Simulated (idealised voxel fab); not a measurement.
The process module that follows is named voxel air gaps.
The width of the displayed cross-section, cut, is 300 nm; its cells are square, with a size of 5 nm.
Cross-sections here: square-cell grids, written as top-down lists of bands, a band being one or more rows of cells.
Band: top height; bottom height; in nm. Then, left to right: material with width in nm, for each material. "full width": a single material spanning edge to edge. "air": empty space.
Heights are measured from 0, the level below which the as-received wafer is all one material; the lowest band has no bottom and continues downward, written as in "0 and below".
The notation "30..40" denotes a width that varies across the rows of cells in the band, beginning at the first number in the top row, finishing at the second number in the bottom row, and changing by an identical amount from each row to the next.
Where the words "no alteration" appear for a step, the cross-section shows no cell changed by that step; every cell remained as before.
Listed in "Listed closed voids": every empty space of 8 or more cells without an open way to the top. Form: width x height at distance, the distance being from the left edge, all in nm.
after a step's settings: what the simulator itself notes on the step
overlay nm: mask offset rightward from planned place, masked step; negative means leftward offset.
THE STEPS PLANNED FOR THE PROCESS ARE AS FOLLOWS
step 1: RECEIVE, material Si
step 2: CONFORMAL_DEP, material SiO2, thk nm 10
step 3: CONFORMAL_DEP, material SiN, thk nm 5
step 4: DIRECTIONAL_DEP, material SiO2, thk nm 40
step 5: MASKED_ETCH, tone open, mask id LINES, width nm 20, pitch nm 45, etch materials SiO2, depth nm 40, overlay nm 0
step 6: CONFORMAL_DEP, material TiN, thk nm 5
step 7: FILL_DEP, material W, thk nm 10
step 8: CMP, height nm 55
step 9: EPI, material Ru, thk nm 10
step 10: SELECTIVE_ETCH, etch materials SiO2, depth nm 50
step 11: CONFORMAL_DEP, material SiN, thk nm 5
THE CROSS-SECTION HERE SHOWS THE WAFER AS RECEIVED, I.E. IN ITS STATE AFTER STEP 1
0 and below = Si full width
Listed closed voids: none
MODULE COMPLETE, CROSS-SECTION. STARTING POINT AND PLAN PER ABOVE. ONE MISTAKE MADE IN RUNNING THE MODULE
80 down to 75 = air=45 / SiN=205 / air=50
75 down to 55 = air=45 / SiN=5 / Ru=195 / SiN=5 / air=50
55 down to 50 = air=45 / SiN=25 / TiN=5 / W=10 / TiN=5 / SiO2=25 / TiN=5 / W=10 / TiN=5 / SiO2=25 / TiN=5 / W=10 / TiN=5 / SiO2=25 / TiN=5 / W=10 / TiN=5 / SiN=25 / air=50
50 down to 20 = air=65 / SiN=5 / TiN=5 / W=10 / TiN=5 / SiO2=25 / TiN=5 / W=10 / TiN=5 / SiO2=25 / TiN=5 / W=10 / TiN=5 / SiO2=25 / TiN=5 / W=10 / TiN=5 / SiN=5 / air=70
20 down to 15 = SiN=70 / TiN=20 / SiO2=25 / TiN=20 / SiO2=25 / TiN=20 / SiO2=25 / TiN=20 / SiN=75
15 down to 10 = SiN full width
10 down to 0 = SiO2 full width
0 and below = Si full width
Listed closed voids: none
Plan not followed: step 9 of the plan was twice carried out
